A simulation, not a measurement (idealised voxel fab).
Documented hereafter: the process module known as voxel transistor to metal.
In the cross-section labelled cut, the width is 160 nm and each square cell is 5 nm.
Bands, listed from the top down, are how a cross-section gets written in this document; the cross-section itself is a grid of square cells, and a band is one or more rows of them.
Band entry format. Leading values: height of top, height of bottom, nm. Remainder: materials in left-to-right order, each with its width in nm. Special words: "edge to edge" on a single material, which then fills the band edge to edge; "blank", empty space.
Height 0 is the level under which the wafer as received is all one material. The lowest band goes on downwards, as in "z 0 and below".
The notation "30->40" denotes a width that varies across the rows of cells in the band, beginning at the first number in the top row, finishing at the second number in the bottom row, and changing by an identical amount from each row to the next.
What does "remained the same" mean for a step? It means no cell of the cross-section changed in that step.
The entry titled "Closed internal cavities" provides the empty spaces that have no open way to the top, restricted to those of 8 cells or more. Each is presented as width x height at distance, the distance being measured from the left edge, with all three in nm.
The remark found on a step's line after its settings is issued by the simulator itself and pertains to that step.
overlay nm, on a step with a mask: how far to the right of its planned place the mask lay; to the left if negative
[Below is the list of planned process steps]
- 1: RECEIVE [material Si]
- 2: OXIDIZE [depth nm 5]
- 3: CONFORMAL_DEP [material SiN] [thk nm 10]
- 4: DIRECTIONAL_DEP [material aC] [thk nm 10]
- 5: PATTERN [tone cover] [mask id ACTIVE] [material resist] [width nm 120] [thk nm 25] [overlay nm 0]
- 6: DIRECTIONAL_ETCH [etch materials aC] [depth nm 10]
- 7: STRIP [etch materials resist]
- 8: DIRECTIONAL_ETCH [etch materials SiN] [depth nm 10]
- 9: DIRECTIONAL_ETCH [etch materials SiO2] [depth nm 5]
- 10: DIRECTIONAL_ETCH [etch materials Si] [depth nm 20]
- 11: STRIP [etch materials aC]
- 12: OXIDIZE [depth nm 5]
- 13: FILL_DEP [material SiO2] [thk nm 5]
- 14: CMP [height nm 10]
- 15: SELECTIVE_ETCH [etch materials SiO2] [depth nm 5]
- 16: STRIP [etch materials SiN]
- 17: SELECTIVE_ETCH [etch materials SiO2] [depth nm 5]
- 18: OXIDIZE [depth nm 5]
- 19: DIRECTIONAL_DEP [material polySi] [thk nm 30]
- 20: DIRECTIONAL_DEP [material SiCN] [thk nm 10]
- 21: PATTERN [tone cover] [mask id GATE] [material resist] [width nm 20] [thk nm 15] [overlay nm 0]
- 22: DIRECTIONAL_ETCH [etch materials SiCN] [depth nm 20]
- 23: DIRECTIONAL_ETCH [etch materials polySi] [depth nm 40]
- 24: STRIP [etch materials resist]
- 25: CONFORMAL_DEP [material SiN] [thk nm 10]
- 26: DIRECTIONAL_ETCH [etch materials SiN] [depth nm 10]
- 27: DIRECTIONAL_ETCH [etch materials SiO2] [depth nm 5]
- 28: EPI [material nSi] [thk nm 5]
- 29: FILL_DEP [material SiO2] [thk nm 5]
- 30: CMP [height nm 35]
- 31: DIRECTIONAL_DEP [material SiO2] [thk nm 15]
- 32: MASKED_ETCH [tone open] [mask id CONTACT] [width nm 25] [pitch nm 65] [etch materials SiO2] [depth nm 55] [overlay nm 0]
- 33: CONFORMAL_DEP [material TiN] [thk nm 5]
- 34: FILL_DEP [material Ru] [thk nm 10]
- 35: CMP [height nm 50]
- 36: CONFORMAL_DEP [material SiN] [thk nm 5]
- 37: DIRECTIONAL_DEP [material SiO2] [thk nm 25]
- 38: DIRECTIONAL_DEP [material aC] [thk nm 15]
- 39: PATTERN [tone open] [mask id METAL_1] [material resist] [width nm 20] [pitch nm 80] [thk nm 30] [overlay nm 0]
- 40: DIRECTIONAL_ETCH [etch materials aC] [depth nm 15]
- 41: STRIP [etch materials resist]
- 42: DIRECTIONAL_ETCH [etch materials SiO2] [depth nm 25]
- 43: DIRECTIONAL_ETCH [etch materials SiN] [depth nm 5]
- 44: STRIP [etch materials aC]
- 45: CONFORMAL_DEP [material TiN] [thk nm 5]
- 46: FILL_DEP [material W] [thk nm 5]
- 47: CMP [height nm 80]
- 48: CONFORMAL_DEP [material SiN] [thk nm 5]
Wafer-to-wafer difference: width nm, step 32. Common start. Plan = first wafer's value.
[Received wafers, first of several: cross-section after step 1]
	z 0 and below | Si edge to edge
	Closed internal cavities: none
[At the end of the module, after its last step, step 48, the first of several wafers appears in cross-section as follows]
	z 85 to 80 | SiN edge to edge
	z 80 to 55 | SiO2 (30), then TiN (5), then W (10), then TiN (5), then SiO2 (60), then TiN (5), then W (10), then TiN (5), then SiO2 (30)
	z 55 to 50 | SiN (30), then TiN (20), then SiN (60), then TiN (20), then SiN (30)
	z 50 to 35 | SiO2 (35), then TiN (5), then Ru (15), then TiN (5), then SiO2 (40), then TiN (5), then Ru (15), then TiN (5), then SiO2 (35)
	z 35 to 25 | SiO2 (35), then TiN (5), then Ru (15), then TiN (5), then SiN (10), then SiCN (20), then SiN (10), then TiN (5), then Ru (15), then TiN (5), then SiO2 (35)
	z 25 to 0 | SiO2 (35), then TiN (5), then Ru (15), then TiN (5), then SiN (10), then polySi (20), then SiN (10), then TiN (5), then Ru (15), then TiN (5), then SiO2 (35)
	z 0 to -5 | SiO2 (15), then SiN (10), then SiO2 (10), then TiN (25), then SiN (10), then polySi (20), then SiN (10), then TiN (25), then SiO2 (10), then SiN (10), then SiO2 (15)
	z -5 to -10 | SiO2 (25), then nSi (35), then SiO2 (40), then nSi (35), then SiO2 (25)
	z -10 to -30 | SiO2 (25), then Si (110), then SiO2 (25)
	z -30 and below | Si edge to edge
	Closed internal cavities: none
[At the end of the module, the last of several wafers in cross-section]
	z 85 to 80 | SiN edge to edge
	z 80 to 55 | SiO2 (30), then TiN (5), then W (10), then TiN (5), then SiO2 (60), then TiN (5), then W (10), then TiN (5), then SiO2 (30)
	z 55 to 50 | SiN (30), then TiN (20), then SiN (60), then TiN (20), then SiN (30)
	z 50 to 40 | SiO2 (25), then TiN (5), then Ru (40), then TiN (5), then SiO2 (15), then TiN (5), then Ru (40), then TiN (5), then SiO2 (20)
	z 40 to 35 | SiO2 (25), then TiN (5), then Ru (25), then TiN (20), then SiO2 (15), then TiN (15), then Ru (30), then TiN (5), then SiO2 (20)
	z 35 to 25 | SiO2 (25), then TiN (5), then Ru (25), then TiN (5), then SiN (10), then SiCN (20), then SiN (10), then TiN (5), then Ru (30), then TiN (5), then SiO2 (20)
	z 25 to 5 | SiO2 (25), then TiN (5), then Ru (25), then TiN (5), then SiN (10), then polySi (20), then SiN (10), then TiN (5), then Ru (30), then TiN (5), then SiO2 (20)
	z 5 to 0 | SiO2 (25), then TiN (5), then Ru (25), then TiN (5), then SiN (10), then polySi (20), then SiN (10), then TiN (5), then Ru (25), then TiN (10), then SiO2 (20)
	z 0 to -5 | SiO2 (15), then SiN (10), then TiN (35), then SiN (10), then polySi (20), then SiN (10), then TiN (35), then SiN (10), then SiO2 (15)
	z -5 to -10 | SiO2 (25), then nSi (35), then SiO2 (40), then nSi (35), then SiO2 (25)
	z -10 to -30 | SiO2 (25), then Si (110), then SiO2 (25)
	z -30 and below | Si edge to edge
	Closed internal cavities: none
[The table below has one row for each wafer; a row shows, as of the end of the module, how many cells of each material the wafer has gained, marked (+), or lost, marked (-), since it was received, and then the wafer's closed voids]
width nm 25 | +60 Ru | -104 Si | +8 SiCN | +92 SiN | +352 SiO2 | +78 TiN | +20 W | +14 nSi | +24 polySi | Closed internal cavities: none
width nm 30 | +72 Ru | -104 Si | +8 SiCN | +92 SiN | +338 SiO2 | +80 TiN | +20 W | +14 nSi | +24 polySi | Closed internal cavities: none
width nm 35 | +84 Ru | -104 Si | +8 SiCN | +92 SiN | +324 SiO2 | +82 TiN | +20 W | +14 nSi | +24 polySi | Closed internal cavities: none
width nm 40 | +96 Ru | -104 Si | +8 SiCN | +92 SiN | +310 SiO2 | +84 TiN | +20 W | +14 nSi | +24 polySi | Closed internal cavities: none
width nm 45 | +108 Ru | -104 Si | +8 SiCN | +92 SiN | +296 SiO2 | +86 TiN | +20 W | +14 nSi | +24 polySi | Closed internal cavities: none
width nm 50 | +119 Ru | -104 Si | +8 SiCN | +92 SiN | +283 SiO2 | +88 TiN | +20 W | +14 nSi | +24 polySi | Closed internal cavities: none
